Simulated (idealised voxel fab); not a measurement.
process module | voxel ribs on slabs
cross-section cut | 250 nm wide | cells 5 nm
A cross-section is a grid of square cells, given in bands from the top down. A band is one or more rows of cells.
Each band's line starts with the height of the band's top and of its bottom, in nm. Then come its materials from left to right, each with its width in nm. One material with "throughout" fills the band from edge to edge. "air" is empty space.
Height 0 is the level under which the wafer as received is all one material. The lowest band goes on downwards, as in "0 down".
A width such as "30 to 40" changes by the same amount from each row of cells to the next, from the band's top row to its bottom row.
"no change" after a step means that no cell of the cross-section changed.
closed voids: empty space of 8 cells or more with no open way to the top, each as width x height at its distance from the left edge, in nm
after a step's settings: what the simulator itself notes on the step
overlay nm, on a step with a mask: how far to the right of its planned place the mask lay; to the left if negative
plan
1 op RECEIVE | material Si
2 op DIRECTIONAL_DEP | material SiO2 | thk nm 25
3 op DIRECTIONAL_DEP | material SiN | thk nm 15
4 op MASKED_ETCH | tone cover | mask id RIB | width nm 20 | etch materials SiN | depth nm 10 | overlay nm 0
5 op MASKED_ETCH | tone cover | mask id SLAB | width nm 60 | etch materials SiN | depth nm 5 | overlay nm 0
6 op FILL_DEP | material SiO2 | thk nm 20
7 op CMP | height nm 50
8 op DIRECTIONAL_DEP | material TiN | thk nm 5
9 op MASKED_ETCH | tone cover | mask id HEATER | width nm 20 | etch materials TiN | depth nm 5 | overlay nm 0
10 op CONFORMAL_DEP | material SiO2 | thk nm 5
varied across the wafers: width nm of step 9. The plan shows the first wafer's value. All wafers start alike
first wafer as received, after step 1
  0 down: Si throughout
  closed voids: none
first wafer at the end, after step 10
  60 to 55: air 110 | SiO2 30 | air 110
  55 to 50: SiO2 115 | TiN 20 | SiO2 115
  50 to 40: SiO2 throughout
  40 to 30: SiO2 115 | SiN 20 | SiO2 115
  30 to 25: SiO2 95 | SiN 60 | SiO2 95
  25 to 0: SiO2 throughout
  0 down: Si throughout
  closed voids: none
last wafer at the end
  60 to 55: air 100 | SiO2 55 | air 95
  55 to 50: SiO2 105 | TiN 45 | SiO2 100
  50 to 40: SiO2 throughout
  40 to 30: SiO2 115 | SiN 20 | SiO2 115
  30 to 25: SiO2 95 | SiN 60 | SiO2 95
  25 to 0: SiO2 throughout
  0 down: Si throughout
  closed voids: none
each wafer at the end: cells of each material gained (+) or lost (-) since it was received, then its closed voids
width nm 20 | +20 SiN | +532 SiO2 | +4 TiN | closed voids: none
width nm 25 | +20 SiN | +532 SiO2 | +5 TiN | closed voids: none
width nm 30 | +20 SiN | +532 SiO2 | +6 TiN | closed voids: none
width nm 35 | +20 SiN | +532 SiO2 | +7 TiN | closed voids: none
width nm 40 | +20 SiN | +532 SiO2 | +8 TiN | closed voids: none
width nm 45 | +20 SiN | +532 SiO2 | +9 TiN | closed voids: none
